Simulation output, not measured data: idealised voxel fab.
The process module that follows is named voxel self aligned contacts.
Section shown: cut. Width: 250 nm. Cell size: 5 nm, square.
We lay out every cross-section as a grid of square cells and spell it out in bands from the top down, where one band means one or more rows of cells.
Read a band's entry like this: the first values are the height of its top and the height of its bottom in nm, and what follows is the sequence of materials from left to right, each with its width in nm. Note that "air" is empty space, and that a single material marked "throughout" reaches across the band from edge to edge.
Heads up on the height convention: 0 is the point under which the incoming wafer is all one material, and the lowest band has no bottom, it just keeps going down, like "0 down".
The width entry "30 to 40" should be interpreted row by row: the top row of cells in the band takes the first number, the bottom row takes the second number, and the change between adjacent rows is uniform throughout.
A step reported as "stayed the same" is a step in which no cell of the cross-section changed.
Heads up: "Closed internal voids" only lists the empty pockets with no open path to the top that are 8 cells or more, and it writes them as width x height at distance, distance from the left edge, in nm.
Past the settings on a step's line: simulator remark, on that step.
"overlay nm" on a masked step: distance the mask lay right of its planned place, negative for left.

# This section lists the process steps that were planned
1,RECEIVE (material Si)
2,OXIDIZE (depth nm 5)
3,DIRECTIONAL_DEP (material polySi; thk nm 25)
4,DIRECTIONAL_DEP (material SiN; thk nm 15)
5,PATTERN (tone cover; mask id GATE; material resist; width nm 35; pitch nm 60; thk nm 20; overlay nm 0)
6,DIRECTIONAL_ETCH (etch materials SiN; depth nm 15)
7,DIRECTIONAL_ETCH (etch materials polySi; depth nm 25)
8,STRIP (etch materials resist)
9,CONFORMAL_DEP (material SiN; thk nm 5)
10,DIRECTIONAL_ETCH (etch materials SiN; depth nm 5)
11,FILL_DEP (material SiO2; thk nm 20)
12,CMP (height nm 50)
13,DIRECTIONAL_DEP (material aC; thk nm 10)
14,PATTERN (tone open; mask id CONTACT; material resist; width nm 45; thk nm 30; overlay nm 0)
15,DIRECTIONAL_ETCH (etch materials aC; depth nm 10)
16,STRIP (etch materials resist)
17,DIRECTIONAL_ETCH (etch materials SiO2; depth nm 55)
18,STRIP (etch materials aC)
19,CONFORMAL_DEP (material TiN; thk nm 5)
20,FILL_DEP (material W; thk nm 5)
21,CMP (height nm 40)
22,CONFORMAL_DEP (material SiN; thk nm 5)
The plan shows the height nm of step 21 as the first wafer had it; this setting differs between the wafers, which start out alike.

# Cross-section: the first of several wafers in its as-received state, i.e. following step 1
0 down  Si throughout
Closed internal voids: none

# Table: wafers, a row each; end-of-module cell change per material since receipt, gain (+), loss (-); then closed voids
height nm 40 | -50 Si | +124 SiN | +279 SiO2 | +19 TiN | +8 W | +70 polySi | Closed internal voids: none
height nm 45 | -50 Si | +124 SiN | +320 SiO2 | +27 TiN | +9 W | +70 polySi | Closed internal voids: none
height nm 50 | -50 Si | +124 SiN | +361 SiO2 | +29 TiN | +16 W | +70 polySi | Closed internal voids: none
height nm 55 | -50 Si | +124 SiN | +361 SiO2 | +72 TiN | +23 W | +70 polySi | Closed internal voids: none
height nm 60 | -50 Si | +124 SiN | +361 SiO2 | +72 TiN | +73 W | +70 polySi | Closed internal voids: none
